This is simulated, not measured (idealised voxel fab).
process module | voxel self aligned contacts
cross-section cut | 295 nm wide | cells 5 nm
A cross-section is a grid of square cells, given in bands from the top down. A band is one or more rows of cells.
Each band's line starts with the height of the band's top and of its bottom, in nm. Then come its materials from left to right, each with its width in nm. One material with "throughout" fills the band from edge to edge. "air" is empty space.
Height 0 is the level under which the wafer as received is all one material. The lowest band goes on downwards, as in "0 down".
A width such as "30 to 40" changes by the same amount from each row of cells to the next, from the band's top row to its bottom row.
"no change" after a step means that no cell of the cross-section changed.
closed voids: empty space of 8 cells or more with no open way to the top, each as width x height at its distance from the left edge, in nm
after a step's settings: what the simulator itself notes on the step
overlay nm, on a step with a mask: how far to the right of its planned place the mask lay; to the left if negative
plan
1 op RECEIVE | material Si
2 op CONFORMAL_DEP | material SiO2 | thk nm 5
3 op DIRECTIONAL_DEP | material polySi | thk nm 20
4 op DIRECTIONAL_DEP | material SiN | thk nm 20
5 op DIRECTIONAL_DEP | material aC | thk nm 10
6 op PATTERN | tone cover | mask id GATE | material resist | width nm 30 | pitch nm 75 | thk nm 25 | overlay nm 0
7 op DIRECTIONAL_ETCH | etch materials aC | depth nm 10
8 op STRIP | etch materials resist
9 op DIRECTIONAL_ETCH | etch materials SiN | depth nm 20
10 op DIRECTIONAL_ETCH | etch materials polySi | depth nm 20
11 op STRIP | etch materials aC
12 op CONFORMAL_DEP | material SiN | thk nm 10
13 op DIRECTIONAL_ETCH | etch materials SiN | depth nm 10
14 op FILL_DEP | material SiO2 | thk nm 20
15 op CMP | height nm 55
16 op DIRECTIONAL_DEP | material aC | thk nm 15
17 op PATTERN | tone open | mask id CONTACT | material resist | width nm 55 | thk nm 30 | overlay nm 0
18 op DIRECTIONAL_ETCH | etch materials aC | depth nm 15
19 op STRIP | etch materials resist
20 op DIRECTIONAL_ETCH | etch materials SiO2 | depth nm 55
21 op STRIP | etch materials aC
22 op CONFORMAL_DEP | material TiN | thk nm 5
23 op FILL_DEP | material W | thk nm 5
24 op CMP | height nm 55
25 op CONFORMAL_DEP | material SiN | thk nm 5
first wafer, as planned
as received, after step 1
  0 down: Si throughout
  closed voids: none
after step 2
  5 to 0: SiO2 throughout
  below 0: unchanged
after step 3
  25 to 5: polySi throughout
  below 5: unchanged
after step 4
  45 to 25: SiN throughout
  below 25: unchanged
after step 5
  55 to 45: aC throughout
  below 45: unchanged
after step 6
  80 to 55: air 95 | resist 30 | air 45 | resist 30 | air 95
  below 55: unchanged
after step 7
  70 to 55: air 95 | resist 30 | air 45 | resist 30 | air 95
  55 to 45: air 95 | aC 30 | air 45 | aC 30 | air 95
  below 45: unchanged
after step 8
  55 to 45: air 95 | aC 30 | air 45 | aC 30 | air 95
  below 45: unchanged
after step 9
  55 to 45: air 95 | aC 30 | air 45 | aC 30 | air 95
  45 to 25: air 95 | SiN 30 | air 45 | SiN 30 | air 95
  below 25: unchanged
after step 10
  55 to 45: air 95 | aC 30 | air 45 | aC 30 | air 95
  45 to 25: air 95 | SiN 30 | air 45 | SiN 30 | air 95
  25 to 5: air 95 | polySi 30 | air 45 | polySi 30 | air 95
  below 5: unchanged
after step 11
  45 to 25: air 95 | SiN 30 | air 45 | SiN 30 | air 95
  below 25: unchanged
after step 12
  55 to 25: air 85 | SiN 50 | air 25 | SiN 50 | air 85
  25 to 15: air 85 | SiN 10 | polySi 30 | SiN 10 | air 25 | SiN 10 | polySi 30 | SiN 10 | air 85
  15 to 5: SiN 95 | polySi 30 | SiN 45 | polySi 30 | SiN 95
  below 5: unchanged
after step 13
  45 to 25: air 85 | SiN 50 | air 25 | SiN 50 | air 85
  25 to 5: air 85 | SiN 10 | polySi 30 | SiN 10 | air 25 | SiN 10 | polySi 30 | SiN 10 | air 85
  below 5: unchanged
after step 14
  65 to 45: SiO2 throughout
  45 to 25: SiO2 85 | SiN 50 | SiO2 25 | SiN 50 | SiO2 85
  25 to 5: SiO2 85 | SiN 10 | polySi 30 | SiN 10 | SiO2 25 | SiN 10 | polySi 30 | SiN 10 | SiO2 85
  below 5: unchanged
after step 15
  55 to 45: SiO2 throughout
  below 45: unchanged
after step 16
  70 to 55: aC throughout
  below 55: unchanged
after step 17
  100 to 70: resist 120 | air 55 | resist 120
  below 70: unchanged
after step 18
  85 to 70: resist 120 | air 55 | resist 120
  70 to 55: aC 120 | air 55 | aC 120
  below 55: unchanged
after step 19
  70 to 55: aC 120 | air 55 | aC 120
  below 55: unchanged
after step 20
  70 to 55: aC 120 | air 55 | aC 120
  55 to 45: SiO2 120 | air 55 | SiO2 120
  45 to 25: SiO2 85 | SiN 50 | air 25 | SiN 50 | SiO2 85
  25 to 5: SiO2 85 | SiN 10 | polySi 30 | SiN 10 | air 25 | SiN 10 | polySi 30 | SiN 10 | SiO2 85
  5 to 0: SiO2 135 | air 25 | SiO2 135
  below 0: unchanged
after step 21
  55 to 45: SiO2 120 | air 55 | SiO2 120
  below 45: unchanged
after step 22
  60 to 55: TiN 125 | air 45 | TiN 125
  55 to 45: SiO2 120 | TiN 5 to 20 | air 45 to 15 | TiN 5 to 20 | SiO2 120
  45 to 25: SiO2 85 | SiN 50 | TiN 5 | air 15 | TiN 5 | SiN 50 | SiO2 85
  25 to 5: SiO2 85 | SiN 10 | polySi 30 | SiN 10 | TiN 5 | air 15 | TiN 5 | SiN 10 | polySi 30 | SiN 10 | SiO2 85
  5 to 0: SiO2 135 | TiN 25 | SiO2 135
  below 0: unchanged
after step 23
  65 to 60: W throughout
  60 to 55: TiN 125 | W 45 | TiN 125
  55 to 45: SiO2 120 | TiN 5 to 20 | W 45 to 15 | TiN 5 to 20 | SiO2 120
  45 to 25: SiO2 85 | SiN 50 | TiN 5 | W 15 | TiN 5 | SiN 50 | SiO2 85
  25 to 5: SiO2 85 | SiN 10 | polySi 30 | SiN 10 | TiN 5 | W 15 | TiN 5 | SiN 10 | polySi 30 | SiN 10 | SiO2 85
  below 5: unchanged
after step 24
  55 to 45: SiO2 120 | TiN 5 to 20 | W 45 to 15 | TiN 5 to 20 | SiO2 120
  below 45: unchanged
after step 25
  60 to 55: SiN throughout
  below 55: unchanged
second wafer: like start, like plan, one mistake. Through step 5 it matches the first wafer
when step 6 should have ended
  80 to 55: resist 95 | air 30 | resist 45 | air 30 | resist 95
  below 55: unchanged
when step 7 should have ended
  70 to 55: resist 95 | air 30 | resist 45 | air 30 | resist 95
  55 to 45: aC 95 | air 30 | aC 45 | air 30 | aC 95
  below 45: unchanged
when step 8 should have ended
  55 to 45: aC 95 | air 30 | aC 45 | air 30 | aC 95
  below 45: unchanged
when step 9 should have ended
  55 to 45: aC 95 | air 30 | aC 45 | air 30 | aC 95
  45 to 25: SiN 95 | air 30 | SiN 45 | air 30 | SiN 95
  below 25: unchanged
when step 10 should have ended
  55 to 45: aC 95 | air 30 | aC 45 | air 30 | aC 95
  45 to 25: SiN 95 | air 30 | SiN 45 | air 30 | SiN 95
  25 to 5: polySi 95 | air 30 | polySi 45 | air 30 | polySi 95
  below 5: unchanged
when step 11 should have ended
  45 to 25: SiN 95 | air 30 | SiN 45 | air 30 | SiN 95
  below 25: unchanged
when step 12 should have ended
  55 to 25: SiN 105 | air 10 | SiN 65 | air 10 | SiN 105
  25 to 15: polySi 95 | SiN 10 | air 10 | SiN 10 | polySi 45 | SiN 10 | air 10 | SiN 10 | polySi 95
  15 to 5: polySi 95 | SiN 30 | polySi 45 | SiN 30 | polySi 95
  below 5: unchanged
when step 13 should have ended
  45 to 25: SiN 105 | air 10 | SiN 65 | air 10 | SiN 105
  25 to 5: polySi 95 | SiN 10 | air 10 | SiN 10 | polySi 45 | SiN 10 | air 10 | SiN 10 | polySi 95
  below 5: unchanged
when step 14 should have ended
  65 to 45: SiO2 throughout
  45 to 25: SiN 105 | SiO2 10 | SiN 65 | SiO2 10 | SiN 105
  25 to 5: polySi 95 | SiN 10 | SiO2 10 | SiN 10 | polySi 45 | SiN 10 | SiO2 10 | SiN 10 | polySi 95
  below 5: unchanged
when step 15 should have ended
  55 to 45: SiO2 throughout
  below 45: unchanged
when step 16 should have ended
  70 to 55: aC throughout
  below 55: unchanged
when step 17 should have ended
  100 to 70: resist 120 | air 55 | resist 120
  below 70: unchanged
when step 18 should have ended
  85 to 70: resist 120 | air 55 | resist 120
  70 to 55: aC 120 | air 55 | aC 120
  below 55: unchanged
when step 19 should have ended
  70 to 55: aC 120 | air 55 | aC 120
  below 55: unchanged
when step 20 should have ended
  70 to 55: aC 120 | air 55 | aC 120
  55 to 45: SiO2 120 | air 55 | SiO2 120
  below 45: unchanged
when step 21 should have ended
  55 to 45: SiO2 120 | air 55 | SiO2 120
  below 45: unchanged
when step 22 should have ended
  60 to 55: TiN 125 | air 45 | TiN 125
  55 to 50: SiO2 120 | TiN 5 | air 45 | TiN 5 | SiO2 120
  50 to 45: SiO2 120 | TiN 55 | SiO2 120
  below 45: unchanged
when step 23 should have ended
  65 to 60: W throughout
  60 to 55: TiN 125 | W 45 | TiN 125
  55 to 50: SiO2 120 | TiN 5 | W 45 | TiN 5 | SiO2 120
  below 50: unchanged
when step 24 should have ended
  55 to 50: SiO2 120 | TiN 5 | W 45 | TiN 5 | SiO2 120
  below 50: unchanged
when step 25 should have ended
  60 to 55: SiN throughout
  below 55: unchanged
what went wrong: step 6 ran as: op PATTERN | tone open | mask id GATE | material resist | width nm 30 | pitch nm 75 | thk nm 25 | overlay nm 0
at the end the second wafer has, in cells: 140 more of SiN | 235 fewer of SiO2 | 18 fewer of TiN | 27 fewer of W | 140 more of polySi
